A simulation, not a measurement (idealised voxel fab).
The following process module bears the name voxel air gaps.
Shown is cross-section cut, with a width of 175 nm and square cells of size 5 nm.
Format of a cross-section: grid, square cells. Given as bands. Order: top down. Band: one or more rows of cells.
Band: top and bottom heights (nm) first, top before bottom; then materials from left to right, widths in nm. "edge to edge" marks a sole material filling the band edge to edge. "blank" denotes empty space.
Measure heights from 0. That's the level where, below it, the as-received wafer is all one material. The lowest band is bottomless and extends downward; write it as in "0 -> down".
Quick explanation for "30 to 40": the width changes in equal steps down the rows of cells, from the first number in the band's top row to the second number in its bottom row.
The cross-section has no changed cell in any step marked "everything unchanged".
Closed-off voids: empty space of 8 cells or more with no open way to the top, each as width x height at its distance from the left edge, in nm
Anything after a step's settings on that line? It's the simulator's own note about the step.
overlay nm: how far to the right of its planned place the mask lay on this masked step (negative: to the left).
## Steps planned for the process
1. RECEIVE: material Si
2. CONFORMAL_DEP: material SiO2, thk nm 10
3. CONFORMAL_DEP: material SiCN, thk nm 5
4. DIRECTIONAL_DEP: material lowk, thk nm 40
5. DIRECTIONAL_DEP: material aC, thk nm 15
6. PATTERN: tone open, mask id LINES, material resist, width nm 15, pitch nm 40, thk nm 30, overlay nm 0
7. DIRECTIONAL_ETCH: etch materials aC, depth nm 15
8. STRIP: etch materials resist
9. DIRECTIONAL_ETCH: etch materials lowk, depth nm 40
10. STRIP: etch materials aC
11. CONFORMAL_DEP: material TiN, thk nm 5
12. FILL_DEP: material W, thk nm 5
13. CMP: height nm 55
14. EPI: material Ru, thk nm 10
15. SELECTIVE_ETCH: etch materials lowk, depth nm 50
16. CONFORMAL_DEP: material SiCN, thk nm 5
## Concerning the first of two wafers, which was run in accordance with the plan
## As received (post step 1): cross-section
	0 -> down  Si edge to edge
	Closed-off voids: none
## Take a look at the wafer's cross-section after step 2
	10 -> 0  SiO2 edge to edge
	No changes below 0.
## Take a look at the wafer's cross-section after step 3
	15 -> 10  SiCN edge to edge
	No changes below 10.
## Take a look at the wafer's cross-section after step 4
	55 -> 15  lowk edge to edge
	No changes below 15.
## Take a look at the wafer's cross-section after step 5
	70 -> 55  aC edge to edge
	No changes below 55.
## Take a look at the wafer's cross-section after step 6
	100 -> 70  resist 20 nm; blank 15 nm; resist 25 nm; blank 15 nm; resist 25 nm; blank 15 nm; resist 25 nm; blank 15 nm; resist 20 nm
	No changes below 70.
## Take a look at the wafer's cross-section after step 7
	85 -> 70  resist 20 nm; blank 15 nm; resist 25 nm; blank 15 nm; resist 25 nm; blank 15 nm; resist 25 nm; blank 15 nm; resist 20 nm
	70 -> 55  aC 20 nm; blank 15 nm; aC 25 nm; blank 15 nm; aC 25 nm; blank 15 nm; aC 25 nm; blank 15 nm; aC 20 nm
	No changes below 55.
## Take a look at the wafer's cross-section after step 8
	70 -> 55  aC 20 nm; blank 15 nm; aC 25 nm; blank 15 nm; aC 25 nm; blank 15 nm; aC 25 nm; blank 15 nm; aC 20 nm
	No changes below 55.
## Take a look at the wafer's cross-section after step 9
	70 -> 55  aC 20 nm; blank 15 nm; aC 25 nm; blank 15 nm; aC 25 nm; blank 15 nm; aC 25 nm; blank 15 nm; aC 20 nm
	55 -> 15  lowk 20 nm; blank 15 nm; lowk 25 nm; blank 15 nm; lowk 25 nm; blank 15 nm; lowk 25 nm; blank 15 nm; lowk 20 nm
	No changes below 15.
## Take a look at the wafer's cross-section after step 10
	55 -> 15  lowk 20 nm; blank 15 nm; lowk 25 nm; blank 15 nm; lowk 25 nm; blank 15 nm; lowk 25 nm; blank 15 nm; lowk 20 nm
	No changes below 15.
## Take a look at the wafer's cross-section after step 11
	60 -> 55  TiN 25 nm; blank 5 nm; TiN 35 nm; blank 5 nm; TiN 35 nm; blank 5 nm; TiN 35 nm; blank 5 nm; TiN 25 nm
	55 -> 20  lowk 20 nm; TiN 5 nm; blank 5 nm; TiN 5 nm; lowk 25 nm; TiN 5 nm; blank 5 nm; TiN 5 nm; lowk 25 nm; TiN 5 nm; blank 5 nm; TiN 5 nm; lowk 25 nm; TiN 5 nm; blank 5 nm; TiN 5 nm; lowk 20 nm
	20 -> 15  lowk 20 nm; TiN 15 nm; lowk 25 nm; TiN 15 nm; lowk 25 nm; TiN 15 nm; lowk 25 nm; TiN 15 nm; lowk 20 nm
	No changes below 15.
## Take a look at the wafer's cross-section after step 12
	65 -> 60  W edge to edge
	60 -> 55  TiN 25 nm; W 5 nm; TiN 35 nm; W 5 nm; TiN 35 nm; W 5 nm; TiN 35 nm; W 5 nm; TiN 25 nm
	55 -> 20  lowk 20 nm; TiN 5 nm; W 5 nm; TiN 5 nm; lowk 25 nm; TiN 5 nm; W 5 nm; TiN 5 nm; lowk 25 nm; TiN 5 nm; W 5 nm; TiN 5 nm; lowk 25 nm; TiN 5 nm; W 5 nm; TiN 5 nm; lowk 20 nm
	No changes below 20.
## Take a look at the wafer's cross-section after step 13
	55 -> 20  lowk 20 nm; TiN 5 nm; W 5 nm; TiN 5 nm; lowk 25 nm; TiN 5 nm; W 5 nm; TiN 5 nm; lowk 25 nm; TiN 5 nm; W 5 nm; TiN 5 nm; lowk 25 nm; TiN 5 nm; W 5 nm; TiN 5 nm; lowk 20 nm
	No changes below 20.
## Take a look at the wafer's cross-section after step 14
	65 -> 55  blank 10 nm; Ru 35 nm; blank 5 nm; Ru 35 nm; blank 5 nm; Ru 35 nm; blank 5 nm; Ru 35 nm; blank 10 nm
	No changes below 55.
## Take a look at the wafer's cross-section after step 15
	65 -> 55  blank 10 nm; Ru 35 nm; blank 5 nm; Ru 35 nm; blank 5 nm; Ru 35 nm; blank 5 nm; Ru 35 nm; blank 10 nm
	55 -> 20  blank 20 nm; TiN 5 nm; W 5 nm; TiN 5 nm; blank 25 nm; TiN 5 nm; W 5 nm; TiN 5 nm; blank 25 nm; TiN 5 nm; W 5 nm; TiN 5 nm; blank 25 nm; TiN 5 nm; W 5 nm; TiN 5 nm; blank 20 nm
	20 -> 15  blank 20 nm; TiN 15 nm; blank 25 nm; TiN 15 nm; blank 25 nm; TiN 15 nm; blank 25 nm; TiN 15 nm; blank 20 nm
	No changes below 15.
## Take a look at the wafer's cross-section after step 16
	70 -> 65  blank 5 nm; SiCN 165 nm; blank 5 nm
	65 -> 55  blank 5 nm; SiCN 5 nm; Ru 35 nm; SiCN 5 nm; Ru 35 nm; SiCN 5 nm; Ru 35 nm; SiCN 5 nm; Ru 35 nm; SiCN 5 nm; blank 5 nm
	55 -> 50  blank 5 nm; SiCN 15 nm; TiN 5 nm; W 5 nm; TiN 5 nm; SiCN 25 nm; TiN 5 nm; W 5 nm; TiN 5 nm; SiCN 25 nm; TiN 5 nm; W 5 nm; TiN 5 nm; SiCN 25 nm; TiN 5 nm; W 5 nm; TiN 5 nm; SiCN 15 nm; blank 5 nm
	50 -> 20  blank 15 nm; SiCN 5 nm; TiN 5 nm; W 5 nm; TiN 5 nm; SiCN 5 nm; blank 15 nm; SiCN 5 nm; TiN 5 nm; W 5 nm; TiN 5 nm; SiCN 5 nm; blank 15 nm; SiCN 5 nm; TiN 5 nm; W 5 nm; TiN 5 nm; SiCN 5 nm; blank 15 nm; SiCN 5 nm; TiN 5 nm; W 5 nm; TiN 5 nm; SiCN 5 nm; blank 15 nm
	20 -> 15  SiCN 20 nm; TiN 15 nm; SiCN 25 nm; TiN 15 nm; SiCN 25 nm; TiN 15 nm; SiCN 25 nm; TiN 15 nm; SiCN 20 nm
	No changes below 15.
	Closed-off voids: 15 x 30 at 40; 15 x 30 at 80; 15 x 30 at 120
## Regarding the second of the two wafers: it shared the first wafer's starting condition and process plan, yet one error occurred during its execution. Its history coincides with that of the first wafer up to and including step 5
## Cross-section of the second wafer at the time step 6 of the plan should have ended
	100 -> 70  resist 15 nm; blank 15 nm; resist 25 nm; blank 15 nm; resist 25 nm; blank 15 nm; resist 25 nm; blank 15 nm; resist 25 nm
	No changes below 70.
## Cross-section of the second wafer at the time step 7 of the plan should have ended
	85 -> 70  resist 15 nm; blank 15 nm; resist 25 nm; blank 15 nm; resist 25 nm; blank 15 nm; resist 25 nm; blank 15 nm; resist 25 nm
	70 -> 55  aC 15 nm; blank 15 nm; aC 25 nm; blank 15 nm; aC 25 nm; blank 15 nm; aC 25 nm; blank 15 nm; aC 25 nm
	No changes below 55.
## Cross-section of the second wafer at the time step 8 of the plan should have ended
	70 -> 55  aC 15 nm; blank 15 nm; aC 25 nm; blank 15 nm; aC 25 nm; blank 15 nm; aC 25 nm; blank 15 nm; aC 25 nm
	No changes below 55.
## Cross-section of the second wafer at the time step 9 of the plan should have ended
	70 -> 55  aC 15 nm; blank 15 nm; aC 25 nm; blank 15 nm; aC 25 nm; blank 15 nm; aC 25 nm; blank 15 nm; aC 25 nm
	55 -> 15  lowk 15 nm; blank 15 nm; lowk 25 nm; blank 15 nm; lowk 25 nm; blank 15 nm; lowk 25 nm; blank 15 nm; lowk 25 nm
	No changes below 15.
## Cross-section of the second wafer at the time step 10 of the plan should have ended
	55 -> 15  lowk 15 nm; blank 15 nm; lowk 25 nm; blank 15 nm; lowk 25 nm; blank 15 nm; lowk 25 nm; blank 15 nm; lowk 25 nm
	No changes below 15.
## Cross-section of the second wafer at the time step 11 of the plan should have ended
	60 -> 55  TiN 20 nm; blank 5 nm; TiN 35 nm; blank 5 nm; TiN 35 nm; blank 5 nm; TiN 35 nm; blank 5 nm; TiN 30 nm
	55 -> 20  lowk 15 nm; TiN 5 nm; blank 5 nm; TiN 5 nm; lowk 25 nm; TiN 5 nm; blank 5 nm; TiN 5 nm; lowk 25 nm; TiN 5 nm; blank 5 nm; TiN 5 nm; lowk 25 nm; TiN 5 nm; blank 5 nm; TiN 5 nm; lowk 25 nm
	20 -> 15  lowk 15 nm; TiN 15 nm; lowk 25 nm; TiN 15 nm; lowk 25 nm; TiN 15 nm; lowk 25 nm; TiN 15 nm; lowk 25 nm
	No changes below 15.
## Cross-section of the second wafer at the time step 12 of the plan should have ended
	65 -> 60  W edge to edge
	60 -> 55  TiN 20 nm; W 5 nm; TiN 35 nm; W 5 nm; TiN 35 nm; W 5 nm; TiN 35 nm; W 5 nm; TiN 30 nm
	55 -> 20  lowk 15 nm; TiN 5 nm; W 5 nm; TiN 5 nm; lowk 25 nm; TiN 5 nm; W 5 nm; TiN 5 nm; lowk 25 nm; TiN 5 nm; W 5 nm; TiN 5 nm; lowk 25 nm; TiN 5 nm; W 5 nm; TiN 5 nm; lowk 25 nm
	No changes below 20.
## Cross-section of the second wafer at the time step 13 of the plan should have ended
	55 -> 20  lowk 15 nm; TiN 5 nm; W 5 nm; TiN 5 nm; lowk 25 nm; TiN 5 nm; W 5 nm; TiN 5 nm; lowk 25 nm; TiN 5 nm; W 5 nm; TiN 5 nm; lowk 25 nm; TiN 5 nm; W 5 nm; TiN 5 nm; lowk 25 nm
	No changes below 20.
## Cross-section of the second wafer at the time step 14 of the plan should have ended
	65 -> 55  blank 5 nm; Ru 35 nm; blank 5 nm; Ru 35 nm; blank 5 nm; Ru 35 nm; blank 5 nm; Ru 35 nm; blank 15 nm
	No changes below 55.
## Cross-section of the second wafer at the time step 15 of the plan should have ended
	65 -> 55  blank 5 nm; Ru 35 nm; blank 5 nm; Ru 35 nm; blank 5 nm; Ru 35 nm; blank 5 nm; Ru 35 nm; blank 15 nm
	55 -> 20  blank 15 nm; TiN 5 nm; W 5 nm; TiN 5 nm; blank 25 nm; TiN 5 nm; W 5 nm; TiN 5 nm; blank 25 nm; TiN 5 nm; W 5 nm; TiN 5 nm; blank 25 nm; TiN 5 nm; W 5 nm; TiN 5 nm; blank 25 nm
	20 -> 15  blank 15 nm; TiN 15 nm; blank 25 nm; TiN 15 nm; blank 25 nm; TiN 15 nm; blank 25 nm; TiN 15 nm; blank 25 nm
	No changes below 15.
## Cross-section of the second wafer at the time step 16 of the plan should have ended
	70 -> 65  SiCN 165 nm; blank 10 nm
	65 -> 55  SiCN 5 nm; Ru 35 nm; SiCN 5 nm; Ru 35 nm; SiCN 5 nm; Ru 35 nm; SiCN 5 nm; Ru 35 nm; SiCN 5 nm; blank 10 nm
	55 -> 50  SiCN 15 nm; TiN 5 nm; W 5 nm; TiN 5 nm; SiCN 25 nm; TiN 5 nm; W 5 nm; TiN 5 nm; SiCN 25 nm; TiN 5 nm; W 5 nm; TiN 5 nm; SiCN 25 nm; TiN 5 nm; W 5 nm; TiN 5 nm; SiCN 15 nm; blank 10 nm
	50 -> 20  blank 10 nm; SiCN 5 nm; TiN 5 nm; W 5 nm; TiN 5 nm; SiCN 5 nm; blank 15 nm; SiCN 5 nm; TiN 5 nm; W 5 nm; TiN 5 nm; SiCN 5 nm; blank 15 nm; SiCN 5 nm; TiN 5 nm; W 5 nm; TiN 5 nm; SiCN 5 nm; blank 15 nm; SiCN 5 nm; TiN 5 nm; W 5 nm; TiN 5 nm; SiCN 5 nm; blank 20 nm
	20 -> 15  SiCN 15 nm; TiN 15 nm; SiCN 25 nm; TiN 15 nm; SiCN 25 nm; TiN 15 nm; SiCN 25 nm; TiN 15 nm; SiCN 25 nm
	No changes below 15.
	Closed-off voids: 10 x 30 at 0; 15 x 30 at 35; 15 x 30 at 75; 15 x 30 at 115
Here's what went sideways: step 6 did not use the planned setting and instead ran as PATTERN: tone open, mask id LINES, material resist, width nm 15, pitch nm 40, thk nm 30, overlay nm -5
Matching per-material cell counts, mismatched positions: that is how the second wafer compares with the first at the end.
Closed void count at end of process - first wafer: 3; second wafer: 4.
